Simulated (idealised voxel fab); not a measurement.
Process module name: voxel fin reveal
FYI the section here is cut, 155 nm wide, cells are 5 nm squares.
In what follows, cross-sections appear as grids of square cells, described through bands that run from the top down, where every band is one or more rows of cells. Band: top and bottom heights (nm) first, top before bottom; then materials from left to right, widths in nm. "edge to edge" marks a sole material filling the band edge to edge. "air" denotes empty space. Height is counted from the level 0, under which the received wafer is composed throughout of one material. The lowest of the bands is not closed at the bottom but continues downward, in the notation "0 and below". The expression "30..40" gives the width at the extremes of the band, the first number at its top row of cells and the second at its bottom row, with the width changing by equal amounts from each row to the next in between. "same as before" -> step changed no cross-section cell. In the "Enclosed void inventory" entry, you get each enclosed empty space of 8 cells or more, one with no open way to the top, written width x height at distance, distance from the left edge, in nm. after a step's settings: what the simulator itself notes on the step. overlay nm: where the mask lay relative to plan, measured to the right, on steps with a mask; negatives go left.

-- List of planned process steps
1,RECEIVE with material Si
2,CONFORMAL_DEP with material SiN, thk nm 5
3,DIRECTIONAL_DEP with material aC, thk nm 15
4,PATTERN with tone cover, mask id FINS, material resist, width nm 15, pitch nm 40, thk nm 35, overlay nm 0
5,DIRECTIONAL_ETCH with etch materials aC, depth nm 15
6,STRIP with etch materials resist
7,DIRECTIONAL_ETCH with etch materials SiN, depth nm 5
8,DIRECTIONAL_ETCH with etch materials Si, depth nm 35
9,STRIP with etch materials aC
10,FILL_DEP with material SiO2, thk nm 10
11,CMP with height nm 5
12,SELECTIVE_ETCH with etch materials SiO2, depth nm 15
13,STRIP with etch materials SiN
14,CONFORMAL_DEP with material SiO2, thk nm 5

-- Wafer at receipt (post step 1), cross-section
    0 and below: Si edge to edge
    Enclosed void inventory: none

-- First of two wafers at the end of the module, shown in cross-section; run carried out as planned
    5 down to 0: 45 nm air  25 nm SiO2  15 nm air  25 nm SiO2  45 nm air
    0 down to -5: 45 nm air  5 nm SiO2  15 nm Si  5 nm SiO2  15 nm air  5 nm SiO2  15 nm Si  5 nm SiO2  45 nm air
    -5 down to -35: 50 nm SiO2  15 nm Si  25 nm SiO2  15 nm Si  50 nm SiO2
    -35 and below: Si edge to edge
    Enclosed void inventory: none

-- End of module, second wafer, cross-section. Started like the first, planned like the first, run with one mistake
    0 down to -10: 50 nm air  15 nm Si  25 nm air  15 nm Si  50 nm air
    -10 down to -35: 50 nm SiO2  15 nm Si  25 nm SiO2  15 nm Si  50 nm SiO2
    -35 and below: Si edge to edge
    Enclosed void inventory: none
Where did the run depart from the plan? plan step 14 was not performed, having been skipped
at the end the second wafer has, in cells: SiO2 -39
